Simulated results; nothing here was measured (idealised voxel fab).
The process module presented herein is designated voxel spacer lines.
The cross-section shown here is cut; it is 295 nm wide and divided into square cells measuring 5 nm on a side.
Just so we're on the same page, the cross-sections are grids of square cells, and they're listed out in bands top to bottom, each band one or more rows deep. This entry defines a band. It first specifies the height of the band's top and the height of its bottom in nm, and then specifies the band's materials from left to right, stating each material with its width in nm. The word "full width" identifies a single material that fills the band from edge to edge, while the word "blank" identifies empty space. Zero point of the height axis is 0; under it, received wafer = one material. Lowest band: continues down indefinitely, "0 down". A width such as "30 to 40" changes by the same amount from each row of cells to the next, from the band's top row to its bottom row. Step marked "everything unchanged"? Then no cell in the cross-section changed in it. Under "Sealed void listing" you'll find the enclosed gaps, the ones with no way out to the top, that are 8 cells or bigger; each reads width x height at distance, with distance counted from the left edge, everything in nm. On each step's line, the part that comes after the settings is the simulator's own comment on the step. overlay nm: where the mask lay relative to plan, measured to the right, on steps with a mask; negatives go left. Everything after this point is organized in pairs: a cross-section before one process step, a cross-section after it that shows only as deep as the lowest changed band, and, under the pair, the intervening step with its settings. Because different runs of this module on the same starting wafer can supply different pairs, a pair continues from the pair above it only if its entry headed "State before step" says so.
[State before step]
    0 down = Si full width
    Sealed void listing: none
[Structure After Step]
    5 to 0 = Al2O3 full width
    Beneath the level 0, the cross-section is identical to its previous state.
    Sealed void listing: none
Step lying between the two cross-sections just above: CONFORMAL_DEP with material Al2O3, thk nm 5
State before step: no separate figure, the pair right above already shows it after its step.
[Structure After Step]
    15 to 5 = polySi full width
    Beneath the level 5, the cross-section is identical to its previous state.
    Sealed void listing: none
Step lying between the two cross-sections just above: DIRECTIONAL_DEP with material polySi, thk nm 10
State before step: no separate figure, the pair right above already shows it after its step.
[Structure After Step]
    40 to 15 = aC full width
    Beneath the level 15, the cross-section is identical to its previous state.
    Sealed void listing: none
Step lying between the two cross-sections just above: DIRECTIONAL_DEP with material aC, thk nm 25
State before step: no separate figure, the pair right above already shows it after its step.
[Structure After Step]
    75 to 40 = blank: 75 | resist: 20 | blank: 40 | resist: 20 | blank: 40 | resist: 20 | blank: 80
    Beneath the level 40, the cross-section is identical to its previous state.
    Sealed void listing: none
Step lying between the two cross-sections just above: PATTERN with tone cover, mask id MANDREL, material resist, width nm 20, pitch nm 60, thk nm 35, overlay nm 0
State before step: no separate figure, the pair right above already shows it after its step.
[Structure After Step]
    50 to 40 = blank: 75 | resist: 20 | blank: 40 | resist: 20 | blank: 40 | resist: 20 | blank: 80
    40 to 15 = blank: 75 | aC: 20 | blank: 40 | aC: 20 | blank: 40 | aC: 20 | blank: 80
    Beneath the level 15, the cross-section is identical to its previous state.
    Sealed void listing: none
Step lying between the two cross-sections just above: DIRECTIONAL_ETCH with etch materials aC, depth nm 25
State before step: no separate figure, the pair right above already shows it after its step.
[Structure After Step]
    40 to 15 = blank: 75 | aC: 20 | blank: 40 | aC: 20 | blank: 40 | aC: 20 | blank: 80
    Beneath the level 15, the cross-section is identical to its previous state.
    Sealed void listing: none
Step lying between the two cross-sections just above: STRIP with etch materials resist
State before step: no separate figure, the pair right above already shows it after its step.
[Structure After Step]
    50 to 40 = blank: 65 | SiO2: 40 | blank: 20 | SiO2: 40 | blank: 20 | SiO2: 40 | blank: 70
    40 to 25 = blank: 65 | SiO2: 10 | aC: 20 | SiO2: 10 | blank: 20 | SiO2: 10 | aC: 20 | SiO2: 10 | blank: 20 | SiO2: 10 | aC: 20 | SiO2: 10 | blank: 70
    25 to 15 = SiO2: 75 | aC: 20 | SiO2: 40 | aC: 20 | SiO2: 40 | aC: 20 | SiO2: 80
    Beneath the level 15, the cross-section is identical to its previous state.
    Sealed void listing: none
Step lying between the two cross-sections just above: CONFORMAL_DEP with material SiO2, thk nm 10
State before step: no separate figure, the pair right above already shows it after its step.
[Structure After Step]
    40 to 15 = blank: 65 | SiO2: 10 | aC: 20 | SiO2: 10 | blank: 20 | SiO2: 10 | aC: 20 | SiO2: 10 | blank: 20 | SiO2: 10 | aC: 20 | SiO2: 10 | blank: 70
    Beneath the level 15, the cross-section is identical to its previous state.
    Sealed void listing: none
Step lying between the two cross-sections just above: DIRECTIONAL_ETCH with etch materials SiO2, depth nm 10
State before step: no separate figure, the pair right above already shows it after its step.
[Structure After Step]
    40 to 15 = blank: 65 | SiO2: 10 | blank: 20 | SiO2: 10 | blank: 20 | SiO2: 10 | blank: 20 | SiO2: 10 | blank: 20 | SiO2: 10 | blank: 20 | SiO2: 10 | blank: 70
    Beneath the level 15, the cross-section is identical to its previous state.
    Sealed void listing: none
Step lying between the two cross-sections just above: STRIP with etch materials aC
State before step: no separate figure, the pair right above already shows it after its step.
[Structure After Step]
    40 to 15 = blank: 65 | SiO2: 10 | blank: 20 | SiO2: 10 | blank: 20 | SiO2: 10 | blank: 20 | SiO2: 10 | blank: 20 | SiO2: 10 | blank: 20 | SiO2: 10 | blank: 70
    15 to 5 = blank: 65 | polySi: 10 | blank: 20 | polySi: 10 | blank: 20 | polySi: 10 | blank: 20 | polySi: 10 | blank: 20 | polySi: 10 | blank: 20 | polySi: 10 | blank: 70
    Beneath the level 5, the cross-section is identical to its previous state.
    Sealed void listing: none
Step lying between the two cross-sections just above: DIRECTIONAL_ETCH with etch materials polySi, depth nm 10
State before step: no separate figure, the pair right above already shows it after its step.
[Structure After Step]
    15 to 5 = blank: 65 | polySi: 10 | blank: 20 | polySi: 10 | blank: 20 | polySi: 10 | blank: 20 | polySi: 10 | blank: 20 | polySi: 10 | blank: 20 | polySi: 10 | blank: 70
    Beneath the level 5, the cross-section is identical to its previous state.
    Sealed void listing: none
Step lying between the two cross-sections just above: STRIP with etch materials SiO2
State before step: no separate figure, the pair right above already shows it after its step.
[Structure After Step]
    20 to 15 = lowk full width
    15 to 5 = lowk: 65 | polySi: 10 | lowk: 20 | polySi: 10 | lowk: 20 | polySi: 10 | lowk: 20 | polySi: 10 | lowk: 20 | polySi: 10 | lowk: 20 | polySi: 10 | lowk: 70
    Beneath the level 5, the cross-section is identical to its previous state.
    Sealed void listing: none
Step lying between the two cross-sections just above: FILL_DEP with material lowk, thk nm 5
State before step: no separate figure, the pair right above already shows it after its step.
[Structure After Step]
    15 to 5 = lowk: 65 | polySi: 10 | lowk: 20 | polySi: 10 | lowk: 20 | polySi: 10 | lowk: 20 | polySi: 10 | lowk: 20 | polySi: 10 | lowk: 20 | polySi: 10 | lowk: 70
    Beneath the level 5, the cross-section is identical to its previous state.
    Sealed void listing: none
Step lying between the two cross-sections just above: CMP with height nm 15
[State before step]
    0 down = Si full width
    Sealed void listing: none
[Structure After Step]
    10 to 0 = polySi full width
    Beneath the level 0, the cross-section is identical to its previous state.
    Sealed void listing: none
Step lying between the two cross-sections just above: DIRECTIONAL_DEP with material polySi, thk nm 10
State before step: no separate figure, the pair right above already shows it after its step.
[Structure After Step]
    35 to 10 = aC full width
    Beneath the level 10, the cross-section is identical to its previous state.
    Sealed void listing: none
Step lying between the two cross-sections just above: DIRECTIONAL_DEP with material aC, thk nm 25
State before step: no separate figure, the pair right above already shows it after its step.
[Structure After Step]
    70 to 35 = blank: 75 | resist: 20 | blank: 40 | resist: 20 | blank: 40 | resist: 20 | blank: 80
    Beneath the level 35, the cross-section is identical to its previous state.
    Sealed void listing: none
Step lying between the two cross-sections just above: PATTERN with tone cover, mask id MANDREL, material resist, width nm 20, pitch nm 60, thk nm 35, overlay nm 0
State before step: no separate figure, the pair right above already shows it after its step.
[Structure After Step]
    45 to 35 = blank: 75 | resist: 20 | blank: 40 | resist: 20 | blank: 40 | resist: 20 | blank: 80
    35 to 10 = blank: 75 | aC: 20 | blank: 40 | aC: 20 | blank: 40 | aC: 20 | blank: 80
    Beneath the level 10, the cross-section is identical to its previous state.
    Sealed void listing: none
Step lying between the two cross-sections just above: DIRECTIONAL_ETCH with etch materials aC, depth nm 25
State before step: no separate figure, the pair right above already shows it after its step.
[Structure After Step]
    35 to 10 = blank: 75 | aC: 20 | blank: 40 | aC: 20 | blank: 40 | aC: 20 | blank: 80
    Beneath the level 10, the cross-section is identical to its previous state.
    Sealed void listing: none
Step lying between the two cross-sections just above: STRIP with etch materials resist
State before step: no separate figure, the pair right above already shows it after its step.
[Structure After Step]
    45 to 35 = blank: 65 | SiO2: 40 | blank: 20 | SiO2: 40 | blank: 20 | SiO2: 40 | blank: 70
    35 to 20 = blank: 65 | SiO2: 10 | aC: 20 | SiO2: 10 | blank: 20 | SiO2: 10 | aC: 20 | SiO2: 10 | blank: 20 | SiO2: 10 | aC: 20 | SiO2: 10 | blank: 70
    20 to 10 = SiO2: 75 | aC: 20 | SiO2: 40 | aC: 20 | SiO2: 40 | aC: 20 | SiO2: 80
    Beneath the level 10, the cross-section is identical to its previous state.
    Sealed void listing: none
Step lying between the two cross-sections just above: CONFORMAL_DEP with material SiO2, thk nm 10
State before step: no separate figure, the pair right above already shows it after its step.
[Structure After Step]
    35 to 10 = blank: 65 | SiO2: 10 | aC: 20 | SiO2: 10 | blank: 20 | SiO2: 10 | aC: 20 | SiO2: 10 | blank: 20 | SiO2: 10 | aC: 20 | SiO2: 10 | blank: 70
    Beneath the level 10, the cross-section is identical to its previous state.
    Sealed void listing: none
Step lying between the two cross-sections just above: DIRECTIONAL_ETCH with etch materials SiO2, depth nm 10
State before step: no separate figure, the pair right above already shows it after its step.
[Structure After Step]
    35 to 10 = blank: 65 | SiO2: 10 | blank: 20 | SiO2: 10 | blank: 20 | SiO2: 10 | blank: 20 | SiO2: 10 | blank: 20 | SiO2: 10 | blank: 20 | SiO2: 10 | blank: 70
    Beneath the level 10, the cross-section is identical to its previous state.
    Sealed void listing: none
Step lying between the two cross-sections just above: STRIP with etch materials aC
State before step: no separate figure, the pair right above already shows it after its step.
[Structure After Step]
    35 to 10 = blank: 65 | SiO2: 10 | blank: 20 | SiO2: 10 | blank: 20 | SiO2: 10 | blank: 20 | SiO2: 10 | blank: 20 | SiO2: 10 | blank: 20 | SiO2: 10 | blank: 70
    10 to 0 = blank: 65 | polySi: 10 | blank: 20 | polySi: 10 | blank: 20 | polySi: 10 | blank: 20 | polySi: 10 | blank: 20 | polySi: 10 | blank: 20 | polySi: 10 | blank: 70
    Beneath the level 0, the cross-section is identical to its previous state.
    Sealed void listing: none
Step lying between the two cross-sections just above: DIRECTIONAL_ETCH with etch materials polySi, depth nm 10
State before step: no separate figure, the pair right above already shows it after its step.
[Structure After Step]
    10 to 0 = blank: 65 | polySi: 10 | blank: 20 | polySi: 10 | blank: 20 | polySi: 10 | blank: 20 | polySi: 10 | blank: 20 | polySi: 10 | blank: 20 | polySi: 10 | blank: 70
    Beneath the level 0, the cross-section is identical to its previous state.
    Sealed void listing: none
Step lying between the two cross-sections just above: STRIP with etch materials SiO2
State before step: no separate figure, the pair right above already shows it after its step.
[Structure After Step]
    15 to 10 = lowk full width
    10 to 0 = lowk: 65 | polySi: 10 | lowk: 20 | polySi: 10 | lowk: 20 | polySi: 10 | lowk: 20 | polySi: 10 | lowk: 20 | polySi: 10 | lowk: 20 | polySi: 10 | lowk: 70
    Beneath the level 0, the cross-section is identical to its previous state.
    Sealed void listing: none
Step lying between the two cross-sections just above: FILL_DEP with material lowk, thk nm 5
[State before step]
    20 to 15 = lowk full width
    15 to 5 = lowk: 65 | polySi: 10 | lowk: 20 | polySi: 10 | lowk: 20 | polySi: 10 | lowk: 20 | polySi: 10 | lowk: 20 | polySi: 10 | lowk: 20 | polySi: 10 | lowk: 70
    5 to 0 = Al2O3 full width
    0 down = Si full width
    Sealed void listing: none
[Structure After Step]
    25 to 15 = lowk full width
    Beneath the level 15, the cross-section is identical to its previous state.
    Sealed void listing: none
Step lying between the two cross-sections just above: FILL_DEP with material lowk, thk nm 5
State before step: no separate figure, the pair right above already shows it after its step.
[Structure After Step]
    15 to 5 = lowk: 65 | polySi: 10 | lowk: 20 | polySi: 10 | lowk: 20 | polySi: 10 | lowk: 20 | polySi: 10 | lowk: 20 | polySi: 10 | lowk: 20 | polySi: 10 | lowk: 70
    Beneath the level 5, the cross-section is identical to its previous state.
    Sealed void listing: none
Step lying between the two cross-sections just above: CMP with height nm 15
[State before step]
    5 to 0 = Al2O3 full width
    0 down = Si full width
    Sealed void listing: none
[Structure After Step]
    30 to 5 = aC full width
    Beneath the level 5, the cross-section is identical to its previous state.
    Sealed void listing: none
Step lying between the two cross-sections just above: DIRECTIONAL_DEP with material aC, thk nm 25
State before step: no separate figure, the pair right above already shows it after its step.
[Structure After Step]
    40 to 30 = polySi full width
    Beneath the level 30, the cross-section is identical to its previous state.
    Sealed void listing: none
Step lying between the two cross-sections just above: DIRECTIONAL_DEP with material polySi, thk nm 10
State before step: no separate figure, the pair right above already shows it after its step.
[Structure After Step]
    75 to 40 = blank: 75 | resist: 20 | blank: 40 | resist: 20 | blank: 40 | resist: 20 | blank: 80
    Beneath the level 40, the cross-section is identical to its previous state.
    Sealed void listing: none
Step lying between the two cross-sections just above: PATTERN with tone cover, mask id MANDREL, material resist, width nm 20, pitch nm 60, thk nm 35, overlay nm 0
State before step: no separate figure, the pair right above already shows it after its step.
[Structure After Step]
    50 to 40 = blank: 75 | resist: 20 | blank: 40 | resist: 20 | blank: 40 | resist: 20 | blank: 80
    Beneath the level 40, the cross-section is identical to its previous state.
    Sealed void listing: none
Step lying between the two cross-sections just above: DIRECTIONAL_ETCH with etch materials aC, depth nm 25
State before step: no separate figure, the pair right above already shows it after its step.
[Structure After Step]
    40 to 30 = polySi full width
    Beneath the level 30, the cross-section is identical to its previous state.
    Sealed void listing: none
Step lying between the two cross-sections just above: STRIP with etch materials resist
State before step: no separate figure, the pair right above already shows it after its step.
[Structure After Step]
    50 to 40 = SiO2 full width
    Beneath the level 40, the cross-section is identical to its previous state.
    Sealed void listing: none
Step lying between the two cross-sections just above: CONFORMAL_DEP with material SiO2, thk nm 10
State before step: no separate figure, the pair right above already shows it after its step.
[Structure After Step]
    40 to 30 = polySi full width
    Beneath the level 30, the cross-section is identical to its previous state.
    Sealed void listing: none
Step lying between the two cross-sections just above: DIRECTIONAL_ETCH with etch materials SiO2, depth nm 10
State before step: no separate figure, the pair right above already shows it after its step.
[Structure After Step]
    30 to 5 = aC full width
    Beneath the level 5, the cross-section is identical to its previous state.
    Sealed void listing: none
Step lying between the two cross-sections just above: DIRECTIONAL_ETCH with etch materials polySi, depth nm 10
State before step: no separate figure, the pair right above already shows it after its step.
[Structure After Step]
    35 to 30 = lowk full width
    Beneath the level 30, the cross-section is identical to its previous state.
    Sealed void listing: none
Step lying between the two cross-sections just above: FILL_DEP with material lowk, thk nm 5
State before step: no separate figure, the pair right above already shows it after its step.
[Structure After Step]
    15 to 5 = aC full width
    Beneath the level 5, the cross-section is identical to its previous state.
    Sealed void listing: none
Step lying between the two cross-sections just above: CMP with height nm 15
[State before step]
    40 to 15 = blank: 75 | aC: 20 | blank: 40 | aC: 20 | blank: 40 | aC: 20 | blank: 80
    15 to 5 = polySi full width
    5 to 0 = Al2O3 full width
    0 down = Si full width
    Sealed void listing: none
[Structure After Step]
    45 to 40 = blank: 70 | SiO2: 30 | blank: 30 | SiO2: 30 | blank: 30 | SiO2: 30 | blank: 75
    40 to 20 = blank: 70 | SiO2: 5 | aC: 20 | SiO2: 5 | blank: 30 | SiO2: 5 | aC: 20 | SiO2: 5 | blank: 30 | SiO2: 5 | aC: 20 | SiO2: 5 | blank: 75
    20 to 15 = SiO2: 75 | aC: 20 | SiO2: 40 | aC: 20 | SiO2: 40 | aC: 20 | SiO2: 80
    Beneath the level 15, the cross-section is identical to its previous state.
    Sealed void listing: none
Step lying between the two cross-sections just above: CONFORMAL_DEP with material SiO2, thk nm 5
State before step: no separate figure, the pair right above already shows it after its step.
[Structure After Step]
    40 to 35 = blank: 75 | aC: 20 | blank: 40 | aC: 20 | blank: 40 | aC: 20 | blank: 80
    35 to 15 = blank: 70 | SiO2: 5 | aC: 20 | SiO2: 5 | blank: 30 | SiO2: 5 | aC: 20 | SiO2: 5 | blank: 30 | SiO2: 5 | aC: 20 | SiO2: 5 | blank: 75
    Beneath the level 15, the cross-section is identical to its previous state.
    Sealed void listing: none
Step lying between the two cross-sections just above: DIRECTIONAL_ETCH with etch materials SiO2, depth nm 10
State before step: no separate figure, the pair right above already shows it after its step.
[Structure After Step]
    35 to 15 = blank: 70 | SiO2: 5 | blank: 20 | SiO2: 5 | blank: 30 | SiO2: 5 | blank: 20 | SiO2: 5 | blank: 30 | SiO2: 5 | blank: 20 | SiO2: 5 | blank: 75
    Beneath the level 15, the cross-section is identical to its previous state.
    Sealed void listing: none
Step lying between the two cross-sections just above: STRIP with etch materials aC
State before step: no separate figure, the pair right above already shows it after its step.
[Structure After Step]
    35 to 15 = blank: 70 | SiO2: 5 | blank: 20 | SiO2: 5 | blank: 30 | SiO2: 5 | blank: 20 | SiO2: 5 | blank: 30 | SiO2: 5 | blank: 20 | SiO2: 5 | blank: 75
    15 to 5 = blank: 70 | polySi: 5 | blank: 20 | polySi: 5 | blank: 30 | polySi: 5 | blank: 20 | polySi: 5 | blank: 30 | polySi: 5 | blank: 20 | polySi: 5 | blank: 75
    Beneath the level 5, the cross-section is identical to its previous state.
    Sealed void listing: none
Step lying between the two cross-sections just above: DIRECTIONAL_ETCH with etch materials polySi, depth nm 10
State before step: no separate figure, the pair right above already shows it after its step.
[Structure After Step]
    15 to 5 = blank: 70 | polySi: 5 | blank: 20 | polySi: 5 | blank: 30 | polySi: 5 | blank: 20 | polySi: 5 | blank: 30 | polySi: 5 | blank: 20 | polySi: 5 | blank: 75
    Beneath the level 5, the cross-section is identical to its previous state.
    Sealed void listing: none
Step lying between the two cross-sections just above: STRIP with etch materials SiO2
State before step: no separate figure, the pair right above already shows it after its step.
[Structure After Step]
    20 to 15 = lowk full width
    15 to 5 = lowk: 70 | polySi: 5 | lowk: 20 | polySi: 5 | lowk: 30 | polySi: 5 | lowk: 20 | polySi: 5 | lowk: 30 | polySi: 5 | lowk: 20 | polySi: 5 | lowk: 75
    Beneath the level 5, the cross-section is identical to its previous state.
    Sealed void listing: none
Step lying between the two cross-sections just above: FILL_DEP with material lowk, thk nm 5
State before step: no separate figure, the pair right above already shows it after its step.
[Structure After Step]
    15 to 5 = lowk: 70 | polySi: 5 | lowk: 20 | polySi: 5 | lowk: 30 | polySi: 5 | lowk: 20 | polySi: 5 | lowk: 30 | polySi: 5 | lowk: 20 | polySi: 5 | lowk: 75
    Beneath the level 5, the cross-section is identical to its previous state.
    Sealed void listing: none
Step lying between the two cross-sections just above: CMP with height nm 15
[State before step]
    40 to 15 = aC full width
    15 to 5 = polySi full width
    5 to 0 = Al2O3 full width
    0 down = Si full width
    Sealed void listing: none
[Structure After Step]
    75 to 40 = blank: 80 | resist: 15 | blank: 45 | resist: 15 | blank: 45 | resist: 15 | blank: 80
    Beneath the level 40, the cross-section is identical to its previous state.
    Sealed void listing: none
Step lying between the two cross-sections just above: PATTERN with tone cover, mask id MANDREL, material resist, width nm 15, pitch nm 60, thk nm 35, overlay nm 0
State before step: no separate figure, the pair right above already shows it after its step.
[Structure After Step]
    50 to 40 = blank: 80 | resist: 15 | blank: 45 | resist: 15 | blank: 45 | resist: 15 | blank: 80
    40 to 15 = blank: 80 | aC: 15 | blank: 45 | aC: 15 | blank: 45 | aC: 15 | blank: 80
    Beneath the level 15, the cross-section is identical to its previous state.
    Sealed void listing: none
Step lying between the two cross-sections just above: DIRECTIONAL_ETCH with etch materials aC, depth nm 25
State before step: no separate figure, the pair right above already shows it after its step.
[Structure After Step]
    40 to 15 = blank: 80 | aC: 15 | blank: 45 | aC: 15 | blank: 45 | aC: 15 | blank: 80
    Beneath the level 15, the cross-section is identical to its previous state.
    Sealed void listing: none
Step lying between the two cross-sections just above: STRIP with etch materials resist
State before step: no separate figure, the pair right above already shows it after its step.
[Structure After Step]
    50 to 40 = blank: 70 | SiO2: 35 | blank: 25 | SiO2: 35 | blank: 25 | SiO2: 35 | blank: 70
    40 to 25 = blank: 70 | SiO2: 10 | aC: 15 | SiO2: 10 | blank: 25 | SiO2: 10 | aC: 15 | SiO2: 10 | blank: 25 | SiO2: 10 | aC: 15 | SiO2: 10 | blank: 70
    25 to 15 = SiO2: 80 | aC: 15 | SiO2: 45 | aC: 15 | SiO2: 45 | aC: 15 | SiO2: 80
    Beneath the level 15, the cross-section is identical to its previous state.
    Sealed void listing: none
Step lying between the two cross-sections just above: CONFORMAL_DEP with material SiO2, thk nm 10
State before step: no separate figure, the pair right above already shows it after its step.
[Structure After Step]
    40 to 15 = blank: 70 | SiO2: 10 | aC: 15 | SiO2: 10 | blank: 25 | SiO2: 10 | aC: 15 | SiO2: 10 | blank: 25 | SiO2: 10 | aC: 15 | SiO2: 10 | blank: 70
    Beneath the level 15, the cross-section is identical to its previous state.
    Sealed void listing: none
Step lying between the two cross-sections just above: DIRECTIONAL_ETCH with etch materials SiO2, depth nm 10
State before step: no separate figure, the pair right above already shows it after its step.
[Structure After Step]
    40 to 15 = blank: 70 | SiO2: 10 | blank: 15 | SiO2: 10 | blank: 25 | SiO2: 10 | blank: 15 | SiO2: 10 | blank: 25 | SiO2: 10 | blank: 15 | SiO2: 10 | blank: 70
    Beneath the level 15, the cross-section is identical to its previous state.
    Sealed void listing: none
Step lying between the two cross-sections just above: STRIP with etch materials aC
State before step: no separate figure, the pair right above already shows it after its step.
[Structure After Step]
    40 to 15 = blank: 70 | SiO2: 10 | blank: 15 | SiO2: 10 | blank: 25 | SiO2: 10 | blank: 15 | SiO2: 10 | blank: 25 | SiO2: 10 | blank: 15 | SiO2: 10 | blank: 70
    15 to 5 = blank: 70 | polySi: 10 | blank: 15 | polySi: 10 | blank: 25 | polySi: 10 | blank: 15 | polySi: 10 | blank: 25 | polySi: 10 | blank: 15 | polySi: 10 | blank: 70
    Beneath the level 5, the cross-section is identical to its previous state.
    Sealed void listing: none
Step lying between the two cross-sections just above: DIRECTIONAL_ETCH with etch materials polySi, depth nm 10
State before step: no separate figure, the pair right above already shows it after its step.
[Structure After Step]
    15 to 5 = blank: 70 | polySi: 10 | blank: 15 | polySi: 10 | blank: 25 | polySi: 10 | blank: 15 | polySi: 10 | blank: 25 | polySi: 10 | blank: 15 | polySi: 10 | blank: 70
    Beneath the level 5, the cross-section is identical to its previous state.
    Sealed void listing: none
Step lying between the two cross-sections just above: STRIP with etch materials SiO2
State before step: no separate figure, the pair right above already shows it after its step.
[Structure After Step]
    20 to 15 = lowk full width
    15 to 5 = lowk: 70 | polySi: 10 | lowk: 15 | polySi: 10 | lowk: 25 | polySi: 10 | lowk: 15 | polySi: 10 | lowk: 25 | polySi: 10 | lowk: 15 | polySi: 10 | lowk: 70
    Beneath the level 5, the cross-section is identical to its previous state.
    Sealed void listing: none
Step lying between the two cross-sections just above: FILL_DEP with material lowk, thk nm 5
State before step: no separate figure, the pair right above already shows it after its step.
[Structure After Step]
    15 to 5 = lowk: 70 | polySi: 10 | lowk: 15 | polySi: 10 | lowk: 25 | polySi: 10 | lowk: 15 | polySi: 10 | lowk: 25 | polySi: 10 | lowk: 15 | polySi: 10 | lowk: 70
    Beneath the level 5, the cross-section is identical to its previous state.
    Sealed void listing: none
Step lying between the two cross-sections just above: CMP with height nm 15
[State before step]
    40 to 15 = aC full width
    15 to 5 = polySi full width
    5 to 0 = Al2O3 full width
    0 down = Si full width
    Sealed void listing: none
[Structure After Step]
    75 to 40 = blank: 70 | resist: 20 | blank: 40 | resist: 20 | blank: 40 | resist: 20 | blank: 85
    Beneath the level 40, the cross-section is identical to its previous state.
    Sealed void listing: none
Step lying between the two cross-sections just above: PATTERN with tone cover, mask id MANDREL, material resist, width nm 20, pitch nm 60, thk nm 35, overlay nm -5
State before step: no separate figure, the pair right above already shows it after its step.
[Structure After Step]
    50 to 40 = blank: 70 | resist: 20 | blank: 40 | resist: 20 | blank: 40 | resist: 20 | blank: 85
    40 to 15 = blank: 70 | aC: 20 | blank: 40 | aC: 20 | blank: 40 | aC: 20 | blank: 85
    Beneath the level 15, the cross-section is identical to its previous state.
    Sealed void listing: none
Step lying between the two cross-sections just above: DIRECTIONAL_ETCH with etch materials aC, depth nm 25
State before step: no separate figure, the pair right above already shows it after its step.
[Structure After Step]
    40 to 15 = blank: 70 | aC: 20 | blank: 40 | aC: 20 | blank: 40 | aC: 20 | blank: 85
    Beneath the level 15, the cross-section is identical to its previous state.
    Sealed void listing: none
Step lying between the two cross-sections just above: STRIP with etch materials resist
State before step: no separate figure, the pair right above already shows it after its step.
[Structure After Step]
    50 to 40 = blank: 60 | SiO2: 40 | blank: 20 | SiO2: 40 | blank: 20 | SiO2: 40 | blank: 75
    40 to 25 = blank: 60 | SiO2: 10 | aC: 20 | SiO2: 10 | blank: 20 | SiO2: 10 | aC: 20 | SiO2: 10 | blank: 20 | SiO2: 10 | aC: 20 | SiO2: 10 | blank: 75
    25 to 15 = SiO2: 70 | aC: 20 | SiO2: 40 | aC: 20 | SiO2: 40 | aC: 20 | SiO2: 85
    Beneath the level 15, the cross-section is identical to its previous state.
    Sealed void listing: none
Step lying between the two cross-sections just above: CONFORMAL_DEP with material SiO2, thk nm 10
State before step: no separate figure, the pair right above already shows it after its step.
[Structure After Step]
    40 to 15 = blank: 60 | SiO2: 10 | aC: 20 | SiO2: 10 | blank: 20 | SiO2: 10 | aC: 20 | SiO2: 10 | blank: 20 | SiO2: 10 | aC: 20 | SiO2: 10 | blank: 75
    Beneath the level 15, the cross-section is identical to its previous state.
    Sealed void listing: none
Step lying between the two cross-sections just above: DIRECTIONAL_ETCH with etch materials SiO2, depth nm 10
State before step: no separate figure, the pair right above already shows it after its step.
[Structure After Step]
    40 to 15 = blank: 60 | SiO2: 10 | blank: 20 | SiO2: 10 | blank: 20 | SiO2: 10 | blank: 20 | SiO2: 10 | blank: 20 | SiO2: 10 | blank: 20 | SiO2: 10 | blank: 75
    Beneath the level 15, the cross-section is identical to its previous state.
    Sealed void listing: none
Step lying between the two cross-sections just above: STRIP with etch materials aC
State before step: no separate figure, the pair right above already shows it after its step.
[Structure After Step]
    40 to 15 = blank: 60 | SiO2: 10 | blank: 20 | SiO2: 10 | blank: 20 | SiO2: 10 | blank: 20 | SiO2: 10 | blank: 20 | SiO2: 10 | blank: 20 | SiO2: 10 | blank: 75
    15 to 5 = blank: 60 | polySi: 10 | blank: 20 | polySi: 10 | blank: 20 | polySi: 10 | blank: 20 | polySi: 10 | blank: 20 | polySi: 10 | blank: 20 | polySi: 10 | blank: 75
    Beneath the level 5, the cross-section is identical to its previous state.
    Sealed void listing: none
Step lying between the two cross-sections just above: DIRECTIONAL_ETCH with etch materials polySi, depth nm 10
State before step: no separate figure, the pair right above already shows it after its step.
[Structure After Step]
    15 to 5 = blank: 60 | polySi: 10 | blank: 20 | polySi: 10 | blank: 20 | polySi: 10 | blank: 20 | polySi: 10 | blank: 20 | polySi: 10 | blank: 20 | polySi: 10 | blank: 75
    Beneath the level 5, the cross-section is identical to its previous state.
    Sealed void listing: none
Step lying between the two cross-sections just above: STRIP with etch materials SiO2
State before step: no separate figure, the pair right above already shows it after its step.
[Structure After Step]
    20 to 15 = lowk full width
    15 to 5 = lowk: 60 | polySi: 10 | lowk: 20 | polySi: 10 | lowk: 20 | polySi: 10 | lowk: 20 | polySi: 10 | lowk: 20 | polySi: 10 | lowk: 20 | polySi: 10 | lowk: 75
    Beneath the level 5, the cross-section is identical to its previous state.
    Sealed void listing: none
Step lying between the two cross-sections just above: FILL_DEP with material lowk, thk nm 5
State before step: no separate figure, the pair right above already shows it after its step.
[Structure After Step]
    15 to 5 = lowk: 60 | polySi: 10 | lowk: 20 | polySi: 10 | lowk: 20 | polySi: 10 | lowk: 20 | polySi: 10 | lowk: 20 | polySi: 10 | lowk: 20 | polySi: 10 | lowk: 75
    Beneath the level 5, the cross-section is identical to its previous state.
    Sealed void listing: none
Step lying between the two cross-sections just above: CMP with height nm 15
[State before step]
    0 down = Si full width
    Sealed void listing: none
[Structure After Step]
    5 to 0 = polySi full width
    Beneath the level 0, the cross-section is identical to its previous state.
    Sealed void listing: none
Step lying between the two cross-sections just above: CONFORMAL_DEP with material polySi, thk nm 5
State before step: no separate figure, the pair right above already shows it after its step.
[Structure After Step]
    15 to 0 = polySi full width
    Beneath the level 0, the cross-section is identical to its previous state.
    Sealed void listing: none
Step lying between the two cross-sections just above: DIRECTIONAL_DEP with material polySi, thk nm 10
State before step: no separate figure, the pair right above already shows it after its step.
[Structure After Step]
    40 to 15 = aC full width
    Beneath the level 15, the cross-section is identical to its previous state.
    Sealed void listing: none
Step lying between the two cross-sections just above: DIRECTIONAL_DEP with material aC, thk nm 25
State before step: no separate figure, the pair right above already shows it after its step.
[Structure After Step]
    75 to 40 = blank: 75 | resist: 20 | blank: 40 | resist: 20 | blank: 40 | resist: 20 | blank: 80
    Beneath the level 40, the cross-section is identical to its previous state.
    Sealed void listing: none
Step lying between the two cross-sections just above: PATTERN with tone cover, mask id MANDREL, material resist, width nm 20, pitch nm 60, thk nm 35, overlay nm 0
State before step: no separate figure, the pair right above already shows it after its step.
[Structure After Step]
    50 to 40 = blank: 75 | resist: 20 | blank: 40 | resist: 20 | blank: 40 | resist: 20 | blank: 80
    40 to 15 = blank: 75 | aC: 20 | blank: 40 | aC: 20 | blank: 40 | aC: 20 | blank: 80
    Beneath the level 15, the cross-section is identical to its previous state.
    Sealed void listing: none
Step lying between the two cross-sections just above: DIRECTIONAL_ETCH with etch materials aC, depth nm 25
State before step: no separate figure, the pair right above already shows it after its step.
[Structure After Step]
    40 to 15 = blank: 75 | aC: 20 | blank: 40 | aC: 20 | blank: 40 | aC: 20 | blank: 80
    Beneath the level 15, the cross-section is identical to its previous state.
    Sealed void listing: none
Step lying between the two cross-sections just above: STRIP with etch materials resist
